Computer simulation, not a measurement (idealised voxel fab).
Process module, titled voxel self aligned contacts
In the cross-section labelled cut, the width is 285 nm and each square cell is 5 nm.
This document writes a cross-section as a grid whose cells are square, and gives it as bands, listed from the top down; one or more rows of cells form a band. Per band: top height and bottom height in nm, followed by the left-to-right materials and their widths in nm; "throughout" marks a single material spanning edge to edge, "air" marks empty space. Heights are expressed relative to 0, this being the level below which the as-received wafer comprises one material exclusively. The lowest band is unbounded in the downward direction and is denoted as in "0 -> down". With a width like "30 to 40", each row of cells in the band differs from the next by the same amount, the top row carrying the first number and the bottom row the second. Where the words "remained the same" appear for a step, the cross-section shows no cell changed by that step; every cell remained as before. Heads up: "Enclosed empty spaces" only lists the empty pockets with no open path to the top that are 8 cells or more, and it writes them as width x height at distance, distance from the left edge, in nm. What comes after the settings on a step's line is commentary from the simulator itself on that step. If you see "overlay nm" on a step's line and that step has a mask, it's telling you how far right of where it was planned the mask ended up; a negative number means it went left instead.

**The planned process steps are enumerated hereunder**
1. RECEIVE (material Si)
2. OXIDIZE (depth nm 5)
3. DIRECTIONAL_DEP (material polySi; thk nm 20)
4. DIRECTIONAL_DEP (material SiN; thk nm 20)
5. DIRECTIONAL_DEP (material aC; thk nm 10)
6. PATTERN (tone cover; mask id GATE; material resist; width nm 25; pitch nm 55; thk nm 30; overlay nm 0)
7. DIRECTIONAL_ETCH (etch materials aC; depth nm 10)
8. STRIP (etch materials resist)
9. DIRECTIONAL_ETCH (etch materials SiN; depth nm 20)
10. DIRECTIONAL_ETCH (etch materials polySi; depth nm 20)
11. STRIP (etch materials aC)
12. CONFORMAL_DEP (material SiN; thk nm 5)
13. DIRECTIONAL_ETCH (etch materials SiN; depth nm 5)
14. FILL_DEP (material SiO2; thk nm 10)
15. CMP (height nm 45)
16. PATTERN (tone open; mask id CONTACT; material resist; width nm 40; pitch nm 55; thk nm 15; overlay nm 0)
17. DIRECTIONAL_ETCH (etch materials SiO2; depth nm 50)
18. STRIP (etch materials resist)
19. CONFORMAL_DEP (material TiN; thk nm 5)
20. FILL_DEP (material W; thk nm 5)
21. CMP (height nm 45)
22. CONFORMAL_DEP (material SiCN; thk nm 5)

**Account of the first of two wafers, which was processed as intended**

**Cross-section of the wafer as it came to us, i.e., already through step 1**
* 0 -> down  Si throughout
* Enclosed empty spaces: none

**Cross-section of the wafer after step 2**
* 0 -> -5  SiO2 throughout
* Nothing below the height -5 has changed.

**Cross-section of the wafer after step 3**
* 20 -> 0  polySi throughout
* Nothing below the height 0 has changed.

**Cross-section of the wafer after step 4**
* 40 -> 20  SiN throughout
* Nothing below the height 20 has changed.

**Cross-section of the wafer after step 5**
* 50 -> 40  aC throughout
* Nothing below the height 40 has changed.

**Cross-section of the wafer after step 6**
* 80 -> 50  air=75 / resist=25 / air=30 / resist=25 / air=30 / resist=25 / air=75
* Nothing below the height 50 has changed.

**Cross-section of the wafer after step 7**
* 70 -> 50  air=75 / resist=25 / air=30 / resist=25 / air=30 / resist=25 / air=75
* 50 -> 40  air=75 / aC=25 / air=30 / aC=25 / air=30 / aC=25 / air=75
* Nothing below the height 40 has changed.

**Cross-section of the wafer after step 8**
* 50 -> 40  air=75 / aC=25 / air=30 / aC=25 / air=30 / aC=25 / air=75
* Nothing below the height 40 has changed.

**Cross-section of the wafer after step 9**
* 50 -> 40  air=75 / aC=25 / air=30 / aC=25 / air=30 / aC=25 / air=75
* 40 -> 20  air=75 / SiN=25 / air=30 / SiN=25 / air=30 / SiN=25 / air=75
* Nothing below the height 20 has changed.

**Cross-section of the wafer after step 10**
* 50 -> 40  air=75 / aC=25 / air=30 / aC=25 / air=30 / aC=25 / air=75
* 40 -> 20  air=75 / SiN=25 / air=30 / SiN=25 / air=30 / SiN=25 / air=75
* 20 -> 0  air=75 / polySi=25 / air=30 / polySi=25 / air=30 / polySi=25 / air=75
* Nothing below the height 0 has changed.

**Cross-section of the wafer after step 11**
* 40 -> 20  air=75 / SiN=25 / air=30 / SiN=25 / air=30 / SiN=25 / air=75
* Nothing below the height 20 has changed.

**Cross-section of the wafer after step 12**
* 45 -> 20  air=70 / SiN=35 / air=20 / SiN=35 / air=20 / SiN=35 / air=70
* 20 -> 5  air=70 / SiN=5 / polySi=25 / SiN=5 / air=20 / SiN=5 / polySi=25 / SiN=5 / air=20 / SiN=5 / polySi=25 / SiN=5 / air=70
* 5 -> 0  SiN=75 / polySi=25 / SiN=30 / polySi=25 / SiN=30 / polySi=25 / SiN=75
* Nothing below the height 0 has changed.

**Cross-section of the wafer after step 13**
* 40 -> 20  air=70 / SiN=35 / air=20 / SiN=35 / air=20 / SiN=35 / air=70
* 20 -> 0  air=70 / SiN=5 / polySi=25 / SiN=5 / air=20 / SiN=5 / polySi=25 / SiN=5 / air=20 / SiN=5 / polySi=25 / SiN=5 / air=70
* Nothing below the height 0 has changed.

**Cross-section of the wafer after step 14**
* 50 -> 40  SiO2 throughout
* 40 -> 20  SiO2=70 / SiN=35 / SiO2=20 / SiN=35 / SiO2=20 / SiN=35 / SiO2=70
* 20 -> 0  SiO2=70 / SiN=5 / polySi=25 / SiN=5 / SiO2=20 / SiN=5 / polySi=25 / SiN=5 / SiO2=20 / SiN=5 / polySi=25 / SiN=5 / SiO2=70
* Nothing below the height 0 has changed.

**Cross-section of the wafer after step 15**
* 45 -> 40  SiO2 throughout
* Nothing below the height 40 has changed.

**Cross-section of the wafer after step 16**
* 60 -> 45  resist=95 / air=40 / resist=15 / air=40 / resist=95
* Nothing below the height 45 has changed.

**Cross-section of the wafer after step 17**
* 60 -> 45  resist=95 / air=40 / resist=15 / air=40 / resist=95
* 45 -> 40  SiO2=95 / air=40 / SiO2=15 / air=40 / SiO2=95
* 40 -> 20  SiO2=70 / SiN=35 / air=20 / SiN=35 / air=20 / SiN=35 / SiO2=70
* 20 -> 0  SiO2=70 / SiN=5 / polySi=25 / SiN=5 / air=20 / SiN=5 / polySi=25 / SiN=5 / air=20 / SiN=5 / polySi=25 / SiN=5 / SiO2=70
* 0 -> -5  SiO2=105 / air=20 / SiO2=35 / air=20 / SiO2=105
* Nothing below the height -5 has changed.

**Cross-section of the wafer after step 18**
* 45 -> 40  SiO2=95 / air=40 / SiO2=15 / air=40 / SiO2=95
* Nothing below the height 40 has changed.

**Cross-section of the wafer after step 19**
* 50 -> 45  TiN=100 / air=30 / TiN=25 / air=30 / TiN=100
* 45 -> 40  SiO2=95 / TiN=15 / air=10 / TiN=15 / SiO2=15 / TiN=15 / air=10 / TiN=15 / SiO2=95
* 40 -> 20  SiO2=70 / SiN=35 / TiN=5 / air=10 / TiN=5 / SiN=35 / TiN=5 / air=10 / TiN=5 / SiN=35 / SiO2=70
* 20 -> 0  SiO2=70 / SiN=5 / polySi=25 / SiN=5 / TiN=5 / air=10 / TiN=5 / SiN=5 / polySi=25 / SiN=5 / TiN=5 / air=10 / TiN=5 / SiN=5 / polySi=25 / SiN=5 / SiO2=70
* 0 -> -5  SiO2=105 / TiN=20 / SiO2=35 / TiN=20 / SiO2=105
* Nothing below the height -5 has changed.

**Cross-section of the wafer after step 20**
* 55 -> 50  W throughout
* 50 -> 45  TiN=100 / W=30 / TiN=25 / W=30 / TiN=100
* 45 -> 40  SiO2=95 / TiN=15 / W=10 / TiN=15 / SiO2=15 / TiN=15 / W=10 / TiN=15 / SiO2=95
* 40 -> 20  SiO2=70 / SiN=35 / TiN=5 / W=10 / TiN=5 / SiN=35 / TiN=5 / W=10 / TiN=5 / SiN=35 / SiO2=70
* 20 -> 0  SiO2=70 / SiN=5 / polySi=25 / SiN=5 / TiN=5 / W=10 / TiN=5 / SiN=5 / polySi=25 / SiN=5 / TiN=5 / W=10 / TiN=5 / SiN=5 / polySi=25 / SiN=5 / SiO2=70
* Nothing below the height 0 has changed.

**Cross-section of the wafer after step 21**
* 45 -> 40  SiO2=95 / TiN=15 / W=10 / TiN=15 / SiO2=15 / TiN=15 / W=10 / TiN=15 / SiO2=95
* Nothing below the height 40 has changed.

**Cross-section of the wafer after step 22**
* 50 -> 45  SiCN throughout
* Nothing below the height 45 has changed.

**Here the second wafer is described. Its start and its plan were those of the first wafer. Its run contained one mistake. Up to and including step 3, it did exactly what the first wafer did**

**Second wafer, cut view, end of step 4 per plan**
* 60 -> 20  SiN throughout
* Nothing below the height 20 has changed.

**Second wafer, cut view, end of step 5 per plan**
* 70 -> 60  aC throughout
* Nothing below the height 60 has changed.

**Second wafer, cut view, end of step 6 per plan**
* 100 -> 70  air=75 / resist=25 / air=30 / resist=25 / air=30 / resist=25 / air=75
* Nothing below the height 70 has changed.

**Second wafer, cut view, end of step 7 per plan**
* 90 -> 70  air=75 / resist=25 / air=30 / resist=25 / air=30 / resist=25 / air=75
* 70 -> 60  air=75 / aC=25 / air=30 / aC=25 / air=30 / aC=25 / air=75
* Nothing below the height 60 has changed.

**Second wafer, cut view, end of step 8 per plan**
* 70 -> 60  air=75 / aC=25 / air=30 / aC=25 / air=30 / aC=25 / air=75
* Nothing below the height 60 has changed.

**Second wafer, cut view, end of step 9 per plan**
* 70 -> 60  air=75 / aC=25 / air=30 / aC=25 / air=30 / aC=25 / air=75
* 60 -> 40  air=75 / SiN=25 / air=30 / SiN=25 / air=30 / SiN=25 / air=75
* Nothing below the height 40 has changed.

Second wafer, cut view, end of step 10 per plan: remained the same

**Second wafer, cut view, end of step 11 per plan**
* 60 -> 40  air=75 / SiN=25 / air=30 / SiN=25 / air=30 / SiN=25 / air=75
* Nothing below the height 40 has changed.

**Second wafer, cut view, end of step 12 per plan**
* 65 -> 45  air=70 / SiN=35 / air=20 / SiN=35 / air=20 / SiN=35 / air=70
* 45 -> 20  SiN throughout
* Nothing below the height 20 has changed.

**Second wafer, cut view, end of step 13 per plan**
* 60 -> 40  air=70 / SiN=35 / air=20 / SiN=35 / air=20 / SiN=35 / air=70
* Nothing below the height 40 has changed.

**Second wafer, cut view, end of step 14 per plan**
* 70 -> 60  SiO2 throughout
* 60 -> 40  SiO2=70 / SiN=35 / SiO2=20 / SiN=35 / SiO2=20 / SiN=35 / SiO2=70
* Nothing below the height 40 has changed.

**Second wafer, cut view, end of step 15 per plan**
* 45 -> 40  SiO2=70 / SiN=35 / SiO2=20 / SiN=35 / SiO2=20 / SiN=35 / SiO2=70
* Nothing below the height 40 has changed.

**Second wafer, cut view, end of step 16 per plan**
* 60 -> 45  resist=95 / air=40 / resist=15 / air=40 / resist=95
* Nothing below the height 45 has changed.

**Second wafer, cut view, end of step 17 per plan**
* 60 -> 45  resist=95 / air=40 / resist=15 / air=40 / resist=95
* 45 -> 40  SiO2=70 / SiN=35 / air=20 / SiN=35 / air=20 / SiN=35 / SiO2=70
* Nothing below the height 40 has changed.

**Second wafer, cut view, end of step 18 per plan**
* 45 -> 40  SiO2=70 / SiN=35 / air=20 / SiN=35 / air=20 / SiN=35 / SiO2=70
* Nothing below the height 40 has changed.

**Second wafer, cut view, end of step 19 per plan**
* 50 -> 45  TiN=110 / air=10 / TiN=45 / air=10 / TiN=110
* 45 -> 40  SiO2=70 / SiN=35 / TiN=20 / SiN=35 / TiN=20 / SiN=35 / SiO2=70
* Nothing below the height 40 has changed.

**Second wafer, cut view, end of step 20 per plan**
* 55 -> 50  W throughout
* 50 -> 45  TiN=110 / W=10 / TiN=45 / W=10 / TiN=110
* Nothing below the height 45 has changed.

**Second wafer, cut view, end of step 21 per plan**
* 45 -> 40  SiO2=70 / SiN=35 / TiN=20 / SiN=35 / TiN=20 / SiN=35 / SiO2=70
* Nothing below the height 40 has changed.

**Second wafer, cut view, end of step 22 per plan**
* 50 -> 45  SiCN throughout
* Nothing below the height 45 has changed.
what went wrong: step 4 of the plan was twice carried out
Count the cells at the end and the second wafer has more or fewer of some materials than the first: SiN: 141 more, SiO2: 229 fewer, TiN: 44 fewer, W: 36 fewer, polySi: 168 more
